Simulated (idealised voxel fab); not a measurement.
Title: Process Module voxel ribs on slabs
Shown is cross-section cut, with a width of 240 nm and square cells of size 5 nm.
A cross-section is written here as square cells arranged in a grid, and it is given in bands from the top down, each band taking up one or more rows of cells.
Band: top and bottom heights (nm) first, top before bottom; then materials from left to right, widths in nm. "throughout" marks a sole material filling the band edge to edge. "air" denotes empty space.
Heights are expressed relative to 0, this being the level below which the as-received wafer comprises one material exclusively. The lowest band is unbounded in the downward direction and is denoted as in "from 0 down".
A width such as "30->40" changes by the same amount from each row of cells to the next, from the band's top row to its bottom row.
"left unchanged" -> step changed no cross-section cell.
Listed in "Enclosed void catalog": every empty space of 8 or more cells without an open way to the top. Form: width x height at distance, the distance being from the left edge, all in nm.
Whatever follows a step's settings on its line is a remark the simulator itself makes about that step.
overlay nm: mask right of planned place by this much (step with mask). Neg. = left.

# The planned process steps are enumerated hereunder
- 1: RECEIVE | material Si
- 2: DIRECTIONAL_DEP | material SiO2 | thk nm 25
- 3: DIRECTIONAL_DEP | material polySi | thk nm 20
- 4: PATTERN | tone cover | mask id RIB | material resist | width nm 30 | thk nm 20 | overlay nm 0
- 5: DIRECTIONAL_ETCH | etch materials polySi | depth nm 5
- 6: STRIP | etch materials resist
- 7: DIRECTIONAL_DEP | material aC | thk nm 15
- 8: PATTERN | tone cover | mask id SLAB | material resist | width nm 60 | thk nm 35 | overlay nm 0
- 9: DIRECTIONAL_ETCH | etch materials aC | depth nm 15
- 10: STRIP | etch materials resist
- 11: DIRECTIONAL_ETCH | etch materials polySi | depth nm 15
- 12: STRIP | etch materials aC
- 13: FILL_DEP | material SiO2 | thk nm 30
- 14: CMP | height nm 65
- 15: DIRECTIONAL_DEP | material TiN | thk nm 5
- 16: MASKED_ETCH | tone cover | mask id HEATER | width nm 40 | etch materials TiN | depth nm 5 | overlay nm 0
- 17: CONFORMAL_DEP | material SiN | thk nm 5

# As-received wafer cross-section (after step 1)
- from 0 down: Si throughout
- Enclosed void catalog: none

# Module complete - cross-section of the first of two wafers, run according to plan
- from 75 to 70: 95 of air; 50 of SiN; 95 of air
- from 70 to 65: 100 of SiN; 40 of TiN; 100 of SiN
- from 65 to 45: SiO2 throughout
- from 45 to 40: 105 of SiO2; 30 of polySi; 105 of SiO2
- from 40 to 25: 90 of SiO2; 60 of polySi; 90 of SiO2
- from 25 to 0: SiO2 throughout
- from 0 down: Si throughout
- Enclosed void catalog: none

# Second wafer cross-section at end of module - shared start and plan with the first, one mistake in the run
- from 75 to 70: 95 of air; 50 of SiN; 95 of air
- from 70 to 65: 100 of SiN; 40 of TiN; 100 of SiN
- from 65 to 45: SiO2 throughout
- from 45 to 40: 95 of SiO2; 30 of polySi; 115 of SiO2
- from 40 to 25: 90 of SiO2; 60 of polySi; 90 of SiO2
- from 25 to 0: SiO2 throughout
- from 0 down: Si throughout
- Enclosed void catalog: none
The mistake made against the process plan was this: step 4 deviated from plan and actually ran as PATTERN | tone cover | mask id RIB | material resist | width nm 30 | thk nm 20 | overlay nm -10
The concluding comparison shows that, measured in cells, each material is equally abundant on both wafers, albeit at different positions.
